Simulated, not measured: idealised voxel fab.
Process module, titled voxel tone inversion
Section cut is 230 nm wide and gridded with 5 nm square cells.
Cross-section spec: square-cell grid; bands listed top down; each band is one or more rows. For a band, the entry starts with two heights in nm, that of the top and then that of the bottom, and carries on with the band's materials in order from left to right, each alongside its width in nm; the word "edge to edge" beside a single material means it fills the band edge to edge, and "air" means empty space. Note: height 0 marks the level under which the wafer is uniformly one material as received. Lowest band unbounded below, written "0 -> down". Width spec "30 to 40" -> top row of cells at first value, bottom row at second value, equal per-row change in between. For the purposes of this document, the phrase "no alteration" attached to a step denotes that no cell within the cross-section was modified by that step. In the "Closed internal cavities" entry, you get each enclosed empty space of 8 cells or more, one with no open way to the top, written width x height at distance, distance from the left edge, in nm. It should be noted that, on the line of a given step, the content following the step's settings is a remark produced by the simulator itself with respect to that step. The setting "overlay nm" may be written on the line of a step. When the step uses a mask, the value reports how far to the right of the planned place the mask lay, and a negative value reports that it lay to the left. Each pair below shows a cross-section before one step and the cross-section after it, down to the lowest band that changed. The line under each pair gives the step between them, with its settings. The pairs can come from different runs of this module on the same starting wafer, so a pair continues from the pair above only where its "Incoming structure" says so.

[Incoming structure]
> 0 -> down  Si edge to edge
> Closed internal cavities: none

[Post-Step Snapshot]
> 5 -> 0  SiN edge to edge
> Anything lower than 0 is untouched.
> Closed internal cavities: none
The before and after cross-sections above are linked by CONFORMAL_DEP: material SiN, thk nm 5

Incoming structure: the wafer arrives at this step looking as the after cross-section in the pair just above shows it.

[Post-Step Snapshot]
> 20 -> 5  aC edge to edge
> Anything lower than 5 is untouched.
> Closed internal cavities: none
The before and after cross-sections above are linked by DIRECTIONAL_DEP: material aC, thk nm 15

Incoming structure: the wafer arrives at this step looking as the after cross-section in the pair just above shows it.

[Post-Step Snapshot]
> 40 -> 20  air: 80, then resist: 25, then air: 15, then resist: 25, then air: 85
> Anything lower than 20 is untouched.
> Closed internal cavities: none
The before and after cross-sections above are linked by PATTERN: tone cover, mask id POSTS, material resist, width nm 25, pitch nm 40, thk nm 20, overlay nm 0

Incoming structure: the wafer arrives at this step looking as the after cross-section in the pair just above shows it.

[Post-Step Snapshot]
> 25 -> 20  air: 80, then resist: 25, then air: 15, then resist: 25, then air: 85
> 20 -> 5  air: 80, then aC: 25, then air: 15, then aC: 25, then air: 85
> Anything lower than 5 is untouched.
> Closed internal cavities: none
The before and after cross-sections above are linked by DIRECTIONAL_ETCH: etch materials aC, depth nm 15

Incoming structure: the wafer arrives at this step looking as the after cross-section in the pair just above shows it.

[Post-Step Snapshot]
> 20 -> 5  air: 80, then aC: 25, then air: 15, then aC: 25, then air: 85
> Anything lower than 5 is untouched.
> Closed internal cavities: none
The before and after cross-sections above are linked by STRIP: etch materials resist

Incoming structure: the wafer arrives at this step looking as the after cross-section in the pair just above shows it.

[Post-Step Snapshot]
> 30 -> 20  lowk edge to edge
> 20 -> 5  lowk: 80, then aC: 25, then lowk: 15, then aC: 25, then lowk: 85
> Anything lower than 5 is untouched.
> Closed internal cavities: none
The before and after cross-sections above are linked by FILL_DEP: material lowk, thk nm 10

Incoming structure: the wafer arrives at this step looking as the after cross-section in the pair just above shows it.

[Post-Step Snapshot]
> 20 -> 5  lowk: 80, then aC: 25, then lowk: 15, then aC: 25, then lowk: 85
> Anything lower than 5 is untouched.
> Closed internal cavities: none
The before and after cross-sections above are linked by CMP: height nm 20

Incoming structure: the wafer arrives at this step looking as the after cross-section in the pair just above shows it.

[Post-Step Snapshot]
> 20 -> 5  lowk: 80, then air: 25, then lowk: 15, then air: 25, then lowk: 85
> Anything lower than 5 is untouched.
> Closed internal cavities: none
The before and after cross-sections above are linked by STRIP: etch materials aC

Incoming structure: the wafer arrives at this step looking as the after cross-section in the pair just above shows it.

[Post-Step Snapshot]
> 25 -> 20  TiN: 85, then air: 15, then TiN: 25, then air: 15, then TiN: 90
> 20 -> 10  lowk: 80, then TiN: 5, then air: 15, then TiN: 5, then lowk: 15, then TiN: 5, then air: 15, then TiN: 5, then lowk: 85
> 10 -> 5  lowk: 80, then TiN: 25, then lowk: 15, then TiN: 25, then lowk: 85
> Anything lower than 5 is untouched.
> Closed internal cavities: none
The before and after cross-sections above are linked by CONFORMAL_DEP: material TiN, thk nm 5

Incoming structure: the wafer arrives at this step looking as the after cross-section in the pair just above shows it.

[Post-Step Snapshot]
> 30 -> 25  Ru edge to edge
> 25 -> 20  TiN: 85, then Ru: 15, then TiN: 25, then Ru: 15, then TiN: 90
> 20 -> 10  lowk: 80, then TiN: 5, then Ru: 15, then TiN: 5, then lowk: 15, then TiN: 5, then Ru: 15, then TiN: 5, then lowk: 85
> Anything lower than 10 is untouched.
> Closed internal cavities: none
The before and after cross-sections above are linked by FILL_DEP: material Ru, thk nm 5

Incoming structure: the wafer arrives at this step looking as the after cross-section in the pair just above shows it.

[Post-Step Snapshot]
> 20 -> 10  lowk: 80, then TiN: 5, then Ru: 15, then TiN: 5, then lowk: 15, then TiN: 5, then Ru: 15, then TiN: 5, then lowk: 85
> Anything lower than 10 is untouched.
> Closed internal cavities: none
The before and after cross-sections above are linked by CMP: height nm 20

Incoming structure: the wafer arrives at this step looking as the after cross-section in the pair just above shows it.

[Post-Step Snapshot]
> 25 -> 20  SiN edge to edge
> Anything lower than 20 is untouched.
> Closed internal cavities: none
The before and after cross-sections above are linked by CONFORMAL_DEP: material SiN, thk nm 5

[Incoming structure]
> 0 -> down  Si edge to edge
> Closed internal cavities: none

[Post-Step Snapshot]
> 15 -> 0  aC edge to edge
> Anything lower than 0 is untouched.
> Closed internal cavities: none
The before and after cross-sections above are linked by DIRECTIONAL_DEP: material aC, thk nm 15

Incoming structure: the wafer arrives at this step looking as the after cross-section in the pair just above shows it.

[Post-Step Snapshot]
> 35 -> 15  air: 80, then resist: 25, then air: 15, then resist: 25, then air: 85
> Anything lower than 15 is untouched.
> Closed internal cavities: none
The before and after cross-sections above are linked by PATTERN: tone cover, mask id POSTS, material resist, width nm 25, pitch nm 40, thk nm 20, overlay nm 0

Incoming structure: the wafer arrives at this step looking as the after cross-section in the pair just above shows it.

[Post-Step Snapshot]
> 20 -> 15  air: 80, then resist: 25, then air: 15, then resist: 25, then air: 85
> 15 -> 0  air: 80, then aC: 25, then air: 15, then aC: 25, then air: 85
> Anything lower than 0 is untouched.
> Closed internal cavities: none
The before and after cross-sections above are linked by DIRECTIONAL_ETCH: etch materials aC, depth nm 15

Incoming structure: the wafer arrives at this step looking as the after cross-section in the pair just above shows it.

[Post-Step Snapshot]
> 15 -> 0  air: 80, then aC: 25, then air: 15, then aC: 25, then air: 85
> Anything lower than 0 is untouched.
> Closed internal cavities: none
The before and after cross-sections above are linked by STRIP: etch materials resist

Incoming structure: the wafer arrives at this step looking as the after cross-section in the pair just above shows it.

[Post-Step Snapshot]
> 25 -> 15  lowk edge to edge
> 15 -> 0  lowk: 80, then aC: 25, then lowk: 15, then aC: 25, then lowk: 85
> Anything lower than 0 is untouched.
> Closed internal cavities: none
The before and after cross-sections above are linked by FILL_DEP: material lowk, thk nm 10

Incoming structure: the wafer arrives at this step looking as the after cross-section in the pair just above shows it.

[Post-Step Snapshot]
> 20 -> 15  lowk edge to edge
> Anything lower than 15 is untouched.
> Closed internal cavities: none
The before and after cross-sections above are linked by CMP: height nm 20

Incoming structure: the wafer arrives at this step looking as the after cross-section in the pair just above shows it.

[Post-Step Snapshot]
> 25 -> 20  TiN edge to edge
> Anything lower than 20 is untouched.
> Closed internal cavities: none
The before and after cross-sections above are linked by CONFORMAL_DEP: material TiN, thk nm 5

Incoming structure: the wafer arrives at this step looking as the after cross-section in the pair just above shows it.

[Post-Step Snapshot]
> 30 -> 25  Ru edge to edge
> Anything lower than 25 is untouched.
> Closed internal cavities: none
The before and after cross-sections above are linked by FILL_DEP: material Ru, thk nm 5

Incoming structure: the wafer arrives at this step looking as the after cross-section in the pair just above shows it.

[Post-Step Snapshot]
> 20 -> 15  lowk edge to edge
> Anything lower than 15 is untouched.
> Closed internal cavities: none
The before and after cross-sections above are linked by CMP: height nm 20

Incoming structure: the wafer arrives at this step looking as the after cross-section in the pair just above shows it.

[Post-Step Snapshot]
> 25 -> 20  SiN edge to edge
> Anything lower than 20 is untouched.
> Closed internal cavities: none
The before and after cross-sections above are linked by CONFORMAL_DEP: material SiN, thk nm 5

[Incoming structure]
> 30 -> 20  lowk edge to edge
> 20 -> 5  lowk: 80, then aC: 25, then lowk: 15, then aC: 25, then lowk: 85
> 5 -> 0  SiN edge to edge
> 0 -> down  Si edge to edge
> Closed internal cavities: none

[Post-Step Snapshot]
> 40 -> 20  lowk edge to edge
> Anything lower than 20 is untouched.
> Closed internal cavities: none
The before and after cross-sections above are linked by FILL_DEP: material lowk, thk nm 10

Incoming structure: the wafer arrives at this step looking as the after cross-section in the pair just above shows it.

[Post-Step Snapshot]
> 20 -> 5  lowk: 80, then aC: 25, then lowk: 15, then aC: 25, then lowk: 85
> Anything lower than 5 is untouched.
> Closed internal cavities: none
The before and after cross-sections above are linked by CMP: height nm 20

[Incoming structure]
> 15 -> 0  aC edge to edge
> 0 -> down  Si edge to edge
> Closed internal cavities: none

[Post-Step Snapshot]
> 20 -> 15  SiN edge to edge
> Anything lower than 15 is untouched.
> Closed internal cavities: none
The before and after cross-sections above are linked by CONFORMAL_DEP: material SiN, thk nm 5

Incoming structure: the wafer arrives at this step looking as the after cross-section in the pair just above shows it.

[Post-Step Snapshot]
> 40 -> 20  air: 80, then resist: 25, then air: 15, then resist: 25, then air: 85
> Anything lower than 20 is untouched.
> Closed internal cavities: none
The before and after cross-sections above are linked by PATTERN: tone cover, mask id POSTS, material resist, width nm 25, pitch nm 40, thk nm 20, overlay nm 0

Incoming structure: the wafer arrives at this step looking as the after cross-section in the pair just above shows it.

[Post-Step Snapshot]
> 25 -> 20  air: 80, then resist: 25, then air: 15, then resist: 25, then air: 85
> Anything lower than 20 is untouched.
> Closed internal cavities: none
The before and after cross-sections above are linked by DIRECTIONAL_ETCH: etch materials aC, depth nm 15

Incoming structure: the wafer arrives at this step looking as the after cross-section in the pair just above shows it.

[Post-Step Snapshot]
> 20 -> 15  SiN edge to edge
> Anything lower than 15 is untouched.
> Closed internal cavities: none
The before and after cross-sections above are linked by STRIP: etch materials resist

Incoming structure: the wafer arrives at this step looking as the after cross-section in the pair just above shows it.

[Post-Step Snapshot]
> 30 -> 20  lowk edge to edge
> Anything lower than 20 is untouched.
> Closed internal cavities: none
The before and after cross-sections above are linked by FILL_DEP: material lowk, thk nm 10

Incoming structure: the wafer arrives at this step looking as the after cross-section in the pair just above shows it.

[Post-Step Snapshot]
> 20 -> 15  SiN edge to edge
> Anything lower than 15 is untouched.
> Closed internal cavities: none
The before and after cross-sections above are linked by CMP: height nm 20

Incoming structure: the wafer arrives at this step looking as the after cross-section in the pair just above shows it.

[Post-Step Snapshot]
> 25 -> 20  TiN edge to edge
> Anything lower than 20 is untouched.
> Closed internal cavities: none
The before and after cross-sections above are linked by CONFORMAL_DEP: material TiN, thk nm 5

Incoming structure: the wafer arrives at this step looking as the after cross-section in the pair just above shows it.

[Post-Step Snapshot]
> 30 -> 25  Ru edge to edge
> Anything lower than 25 is untouched.
> Closed internal cavities: none
The before and after cross-sections above are linked by FILL_DEP: material Ru, thk nm 5

Incoming structure: the wafer arrives at this step looking as the after cross-section in the pair just above shows it.

[Post-Step Snapshot]
> 20 -> 15  SiN edge to edge
> Anything lower than 15 is untouched.
> Closed internal cavities: none
The before and after cross-sections above are linked by CMP: height nm 20

Incoming structure: the wafer arrives at this step looking as the after cross-section in the pair just above shows it.

[Post-Step Snapshot]
> 25 -> 15  SiN edge to edge
> Anything lower than 15 is untouched.
> Closed internal cavities: none
The before and after cross-sections above are linked by CONFORMAL_DEP: material SiN, thk nm 5

[Incoming structure]
> 30 -> 25  Ru edge to edge
> 25 -> 20  TiN: 85, then Ru: 15, then TiN: 25, then Ru: 15, then TiN: 90
> 20 -> 10  lowk: 80, then TiN: 5, then Ru: 15, then TiN: 5, then lowk: 15, then TiN: 5, then Ru: 15, then TiN: 5, then lowk: 85
> 10 -> 5  lowk: 80, then TiN: 25, then lowk: 15, then TiN: 25, then lowk: 85
> 5 -> 0  SiN edge to edge
> 0 -> down  Si edge to edge
> Closed internal cavities: none

[Post-Step Snapshot]
> 25 -> 20  TiN: 85, then Ru: 15, then TiN: 25, then Ru: 15, then TiN: 90
> Anything lower than 20 is untouched.
> Closed internal cavities: none
The before and after cross-sections above are linked by CMP: height nm 25

Incoming structure: the wafer arrives at this step looking as the after cross-section in the pair just above shows it.

[Post-Step Snapshot]
> 30 -> 25  SiN edge to edge
> Anything lower than 25 is untouched.
> Closed internal cavities: none
The before and after cross-sections above are linked by CONFORMAL_DEP: material SiN, thk nm 5

[Incoming structure]
> 20 -> 5  aC edge to edge
> 5 -> 0  SiN edge to edge
> 0 -> down  Si edge to edge
> Closed internal cavities: none

[Post-Step Snapshot]
> 40 -> 20  air: 85, then resist: 15, then air: 25, then resist: 15, then air: 90
> Anything lower than 20 is untouched.
> Closed internal cavities: none
The before and after cross-sections above are linked by PATTERN: tone cover, mask id POSTS, material resist, width nm 15, pitch nm 40, thk nm 20, overlay nm 0

Incoming structure: the wafer arrives at this step looking as the after cross-section in the pair just above shows it.

[Post-Step Snapshot]
> 25 -> 20  air: 85, then resist: 15, then air: 25, then resist: 15, then air: 90
> 20 -> 5  air: 85, then aC: 15, then air: 25, then aC: 15, then air: 90
> Anything lower than 5 is untouched.
> Closed internal cavities: none
The before and after cross-sections above are linked by DIRECTIONAL_ETCH: etch materials aC, depth nm 15

Incoming structure: the wafer arrives at this step looking as the after cross-section in the pair just above shows it.

[Post-Step Snapshot]
> 20 -> 5  air: 85, then aC: 15, then air: 25, then aC: 15, then air: 90
> Anything lower than 5 is untouched.
> Closed internal cavities: none
The before and after cross-sections above are linked by STRIP: etch materials resist

Incoming structure: the wafer arrives at this step looking as the after cross-section in the pair just above shows it.

[Post-Step Snapshot]
> 30 -> 20  lowk edge to edge
> 20 -> 5  lowk: 85, then aC: 15, then lowk: 25, then aC: 15, then lowk: 90
> Anything lower than 5 is untouched.
> Closed internal cavities: none
The before and after cross-sections above are linked by FILL_DEP: material lowk, thk nm 10

Incoming structure: the wafer arrives at this step looking as the after cross-section in the pair just above shows it.

[Post-Step Snapshot]
> 20 -> 5  lowk: 85, then aC: 15, then lowk: 25, then aC: 15, then lowk: 90
> Anything lower than 5 is untouched.
> Closed internal cavities: none
The before and after cross-sections above are linked by CMP: height nm 20

Incoming structure: the wafer arrives at this step looking as the after cross-section in the pair just above shows it.

[Post-Step Snapshot]
> 20 -> 5  lowk: 85, then air: 15, then lowk: 25, then air: 15, then lowk: 90
> Anything lower than 5 is untouched.
> Closed internal cavities: none
The before and after cross-sections above are linked by STRIP: etch materials aC

Incoming structure: the wafer arrives at this step looking as the after cross-section in the pair just above shows it.

[Post-Step Snapshot]
> 25 -> 20  TiN: 90, then air: 5, then TiN: 35, then air: 5, then TiN: 95
> 20 -> 10  lowk: 85, then TiN: 5, then air: 5, then TiN: 5, then lowk: 25, then TiN: 5, then air: 5, then TiN: 5, then lowk: 90
> 10 -> 5  lowk: 85, then TiN: 15, then lowk: 25, then TiN: 15, then lowk: 90
> Anything lower than 5 is untouched.
> Closed internal cavities: none
The before and after cross-sections above are linked by CONFORMAL_DEP: material TiN, thk nm 5

Incoming structure: the wafer arrives at this step looking as the after cross-section in the pair just above shows it.

[Post-Step Snapshot]
> 30 -> 25  Ru edge to edge
> 25 -> 20  TiN: 90, then Ru: 5, then TiN: 35, then Ru: 5, then TiN: 95
> 20 -> 10  lowk: 85, then TiN: 5, then Ru: 5, then TiN: 5, then lowk: 25, then TiN: 5, then Ru: 5, then TiN: 5, then lowk: 90
> Anything lower than 10 is untouched.
> Closed internal cavities: none
The before and after cross-sections above are linked by FILL_DEP: material Ru, thk nm 5

Incoming structure: the wafer arrives at this step looking as the after cross-section in the pair just above shows it.

[Post-Step Snapshot]
> 20 -> 10  lowk: 85, then TiN: 5, then Ru: 5, then TiN: 5, then lowk: 25, then TiN: 5, then Ru: 5, then TiN: 5, then lowk: 90
> Anything lower than 10 is untouched.
> Closed internal cavities: none
The before and after cross-sections above are linked by CMP: height nm 20

Incoming structure: the wafer arrives at this step looking as the after cross-section in the pair just above shows it.

[Post-Step Snapshot]
> 25 -> 20  SiN edge to edge
> Anything lower than 20 is untouched.
> Closed internal cavities: none
The before and after cross-sections above are linked by CONFORMAL_DEP: material SiN, thk nm 5

[Incoming structure]
> 20 -> 5  aC edge to edge
> 5 -> 0  SiN edge to edge
> 0 -> down  Si edge to edge
> Closed internal cavities: none

[Post-Step Snapshot]
> 40 -> 20  air: 70, then resist: 25, then air: 15, then resist: 25, then air: 95
> Anything lower than 20 is untouched.
> Closed internal cavities: none
The before and after cross-sections above are linked by PATTERN: tone cover, mask id POSTS, material resist, width nm 25, pitch nm 40, thk nm 20, overlay nm -10

Incoming structure: the wafer arrives at this step looking as the after cross-section in the pair just above shows it.

[Post-Step Snapshot]
> 25 -> 20  air: 70, then resist: 25, then air: 15, then resist: 25, then air: 95
> 20 -> 5  air: 70, then aC: 25, then air: 15, then aC: 25, then air: 95
> Anything lower than 5 is untouched.
> Closed internal cavities: none
The before and after cross-sections above are linked by DIRECTIONAL_ETCH: etch materials aC, depth nm 15

Incoming structure: the wafer arrives at this step looking as the after cross-section in the pair just above shows it.

[Post-Step Snapshot]
> 20 -> 5  air: 70, then aC: 25, then air: 15, then aC: 25, then air: 95
> Anything lower than 5 is untouched.
> Closed internal cavities: none
The before and after cross-sections above are linked by STRIP: etch materials resist

Incoming structure: the wafer arrives at this step looking as the after cross-section in the pair just above shows it.

[Post-Step Snapshot]
> 30 -> 20  lowk edge to edge
> 20 -> 5  lowk: 70, then aC: 25, then lowk: 15, then aC: 25, then lowk: 95
> Anything lower than 5 is untouched.
> Closed internal cavities: none
The before and after cross-sections above are linked by FILL_DEP: material lowk, thk nm 10

Incoming structure: the wafer arrives at this step looking as the after cross-section in the pair just above shows it.

[Post-Step Snapshot]
> 20 -> 5  lowk: 70, then aC: 25, then lowk: 15, then aC: 25, then lowk: 95
> Anything lower than 5 is untouched.
> Closed internal cavities: none
The before and after cross-sections above are linked by CMP: height nm 20

Incoming structure: the wafer arrives at this step looking as the after cross-section in the pair just above shows it.

[Post-Step Snapshot]
> 20 -> 5  lowk: 70, then air: 25, then lowk: 15, then air: 25, then lowk: 95
> Anything lower than 5 is untouched.
> Closed internal cavities: none
The before and after cross-sections above are linked by STRIP: etch materials aC

Incoming structure: the wafer arrives at this step looking as the after cross-section in the pair just above shows it.

[Post-Step Snapshot]
> 25 -> 20  TiN: 75, then air: 15, then TiN: 25, then air: 15, then TiN: 100
> 20 -> 10  lowk: 70, then TiN: 5, then air: 15, then TiN: 5, then lowk: 15, then TiN: 5, then air: 15, then TiN: 5, then lowk: 95
> 10 -> 5  lowk: 70, then TiN: 25, then lowk: 15, then TiN: 25, then lowk: 95
> Anything lower than 5 is untouched.
> Closed internal cavities: none
The before and after cross-sections above are linked by CONFORMAL_DEP: material TiN, thk nm 5

Incoming structure: the wafer arrives at this step looking as the after cross-section in the pair just above shows it.

[Post-Step Snapshot]
> 30 -> 25  Ru edge to edge
> 25 -> 20  TiN: 75, then Ru: 15, then TiN: 25, then Ru: 15, then TiN: 100
> 20 -> 10  lowk: 70, then TiN: 5, then Ru: 15, then TiN: 5, then lowk: 15, then TiN: 5, then Ru: 15, then TiN: 5, then lowk: 95
> Anything lower than 10 is untouched.
> Closed internal cavities: none
The before and after cross-sections above are linked by FILL_DEP: material Ru, thk nm 5

Incoming structure: the wafer arrives at this step looking as the after cross-section in the pair just above shows it.

[Post-Step Snapshot]
> 20 -> 10  lowk: 70, then TiN: 5, then Ru: 15, then TiN: 5, then lowk: 15, then TiN: 5, then Ru: 15, then TiN: 5, then lowk: 95
> Anything lower than 10 is untouched.
> Closed internal cavities: none
The before and after cross-sections above are linked by CMP: height nm 20

Incoming structure: the wafer arrives at this step looking as the after cross-section in the pair just above shows it.

[Post-Step Snapshot]
> 25 -> 20  SiN edge to edge
> Anything lower than 20 is untouched.
> Closed internal cavities: none
The before and after cross-sections above are linked by CONFORMAL_DEP: material SiN, thk nm 5

[Incoming structure]
> 5 -> 0  SiN edge to edge
> 0 -> down  Si edge to edge
> Closed internal cavities: none

[Post-Step Snapshot]
> 20 -> 5  TiN edge to edge
> Anything lower than 5 is untouched.
> Closed internal cavities: none
The before and after cross-sections above are linked by DIRECTIONAL_DEP: material TiN, thk nm 15

Incoming structure: the wafer arrives at this step looking as the after cross-section in the pair just above shows it.

[Post-Step Snapshot]
> 40 -> 20  air: 80, then resist: 25, then air: 15, then resist: 25, then air: 85
> Anything lower than 20 is untouched.
> Closed internal cavities: none
The before and after cross-sections above are linked by PATTERN: tone cover, mask id POSTS, material resist, width nm 25, pitch nm 40, thk nm 20, overlay nm 0

Incoming structure: the wafer arrives at this step looking as the after cross-section in the pair just above shows it.

[Post-Step Snapshot]
> 25 -> 20  air: 80, then resist: 25, then air: 15, then resist: 25, then air: 85
> Anything lower than 20 is untouched.
> Closed internal cavities: none
The before and after cross-sections above are linked by DIRECTIONAL_ETCH: etch materials aC, depth nm 15

Incoming structure: the wafer arrives at this step looking as the after cross-section in the pair just above shows it.

[Post-Step Snapshot]
> 20 -> 5  TiN edge to edge
> Anything lower than 5 is untouched.
> Closed internal cavities: none
The before and after cross-sections above are linked by STRIP: etch materials resist

Incoming structure: the wafer arrives at this step looking as the after cross-section in the pair just above shows it.

[Post-Step Snapshot]
> 30 -> 20  lowk edge to edge
> Anything lower than 20 is untouched.
> Closed internal cavities: none
The before and after cross-sections above are linked by FILL_DEP: material lowk, thk nm 10

Incoming structure: the wafer arrives at this step looking as the after cross-section in the pair just above shows it.

[Post-Step Snapshot]
> 20 -> 5  TiN edge to edge
> Anything lower than 5 is untouched.
> Closed internal cavities: none
The before and after cross-sections above are linked by CMP: height nm 20

Incoming structure: the wafer arrives at this step looking as the after cross-section in the pair just above shows it.

[Post-Step Snapshot]
> 25 -> 5  TiN edge to edge
> Anything lower than 5 is untouched.
> Closed internal cavities: none
The before and after cross-sections above are linked by CONFORMAL_DEP: material TiN, thk nm 5

Incoming structure: the wafer arrives at this step looking as the after cross-section in the pair just above shows it.

[Post-Step Snapshot]
> 30 -> 25  Ru edge to edge
> Anything lower than 25 is untouched.
> Closed internal cavities: none
The before and after cross-sections above are linked by FILL_DEP: material Ru, thk nm 5

Incoming structure: the wafer arrives at this step looking as the after cross-section in the pair just above shows it.

[Post-Step Snapshot]
> 20 -> 5  TiN edge to edge
> Anything lower than 5 is untouched.
> Closed internal cavities: none
The before and after cross-sections above are linked by CMP: height nm 20

Incoming structure: the wafer arrives at this step looking as the after cross-section in the pair just above shows it.

[Post-Step Snapshot]
> 25 -> 20  SiN edge to edge
> Anything lower than 20 is untouched.
> Closed internal cavities: none
The before and after cross-sections above are linked by CONFORMAL_DEP: material SiN, thk nm 5

[Incoming structure]
> 20 -> 5  aC edge to edge
> 5 -> 0  SiN edge to edge
> 0 -> down  Si edge to edge
> Closed internal cavities: none

[Post-Step Snapshot]
> 40 -> 20  resist: 80, then air: 25, then resist: 15, then air: 25, then resist: 85
> Anything lower than 20 is untouched.
> Closed internal cavities: none
The before and after cross-sections above are linked by PATTERN: tone open, mask id POSTS, material resist, width nm 25, pitch nm 40, thk nm 20, overlay nm 0

Incoming structure: the wafer arrives at this step looking as the after cross-section in the pair just above shows it.

[Post-Step Snapshot]
> 25 -> 20  resist: 80, then air: 25, then resist: 15, then air: 25, then resist: 85
> 20 -> 5  aC: 80, then air: 25, then aC: 15, then air: 25, then aC: 85
> Anything lower than 5 is untouched.
> Closed internal cavities: none
The before and after cross-sections above are linked by DIRECTIONAL_ETCH: etch materials aC, depth nm 15

Incoming structure: the wafer arrives at this step looking as the after cross-section in the pair just above shows it.

[Post-Step Snapshot]
> 20 -> 5  aC: 80, then air: 25, then aC: 15, then air: 25, then aC: 85
> Anything lower than 5 is untouched.
> Closed internal cavities: none
The before and after cross-sections above are linked by STRIP: etch materials resist

Incoming structure: the wafer arrives at this step looking as the after cross-section in the pair just above shows it.

[Post-Step Snapshot]
> 30 -> 20  lowk edge to edge
> 20 -> 5  aC: 80, then lowk: 25, then aC: 15, then lowk: 25, then aC: 85
> Anything lower than 5 is untouched.
> Closed internal cavities: none
The before and after cross-sections above are linked by FILL_DEP: material lowk, thk nm 10

Incoming structure: the wafer arrives at this step looking as the after cross-section in the pair just above shows it.

[Post-Step Snapshot]
> 20 -> 5  aC: 80, then lowk: 25, then aC: 15, then lowk: 25, then aC: 85
> Anything lower than 5 is untouched.
> Closed internal cavities: none
The before and after cross-sections above are linked by CMP: height nm 20

Incoming structure: the wafer arrives at this step looking as the after cross-section in the pair just above shows it.

[Post-Step Snapshot]
> 20 -> 5  air: 80, then lowk: 25, then air: 15, then lowk: 25, then air: 85
> Anything lower than 5 is untouched.
> Closed internal cavities: none
The before and after cross-sections above are linked by STRIP: etch materials aC

Incoming structure: the wafer arrives at this step looking as the after cross-section in the pair just above shows it.

[Post-Step Snapshot]
> 25 -> 20  air: 75, then TiN: 35, then air: 5, then TiN: 35, then air: 80
> 20 -> 10  air: 75, then TiN: 5, then lowk: 25, then TiN: 5, then air: 5, then TiN: 5, then lowk: 25, then TiN: 5, then air: 80
> 10 -> 5  TiN: 80, then lowk: 25, then TiN: 15, then lowk: 25, then TiN: 85
> Anything lower than 5 is untouched.
> Closed internal cavities: none
The before and after cross-sections above are linked by CONFORMAL_DEP: material TiN, thk nm 5

Incoming structure: the wafer arrives at this step looking as the after cross-section in the pair just above shows it.

[Post-Step Snapshot]
> 30 -> 25  Ru edge to edge
> 25 -> 20  Ru: 75, then TiN: 35, then Ru: 5, then TiN: 35, then Ru: 80
> 20 -> 10  Ru: 75, then TiN: 5, then lowk: 25, then TiN: 5, then Ru: 5, then TiN: 5, then lowk: 25, then TiN: 5, then Ru: 80
> Anything lower than 10 is untouched.
> Closed internal cavities: none
The before and after cross-sections above are linked by FILL_DEP: material Ru, thk nm 5

Incoming structure: the wafer arrives at this step looking as the after cross-section in the pair just above shows it.

[Post-Step Snapshot]
> 20 -> 10  Ru: 75, then TiN: 5, then lowk: 25, then TiN: 5, then Ru: 5, then TiN: 5, then lowk: 25, then TiN: 5, then Ru: 80
> Anything lower than 10 is untouched.
> Closed internal cavities: none
The before and after cross-sections above are linked by CMP: height nm 20

Incoming structure: the wafer arrives at this step looking as the after cross-section in the pair just above shows it.

[Post-Step Snapshot]
> 25 -> 20  SiN edge to edge
> Anything lower than 20 is untouched.
> Closed internal cavities: none
The before and after cross-sections above are linked by CONFORMAL_DEP: material SiN, thk nm 5
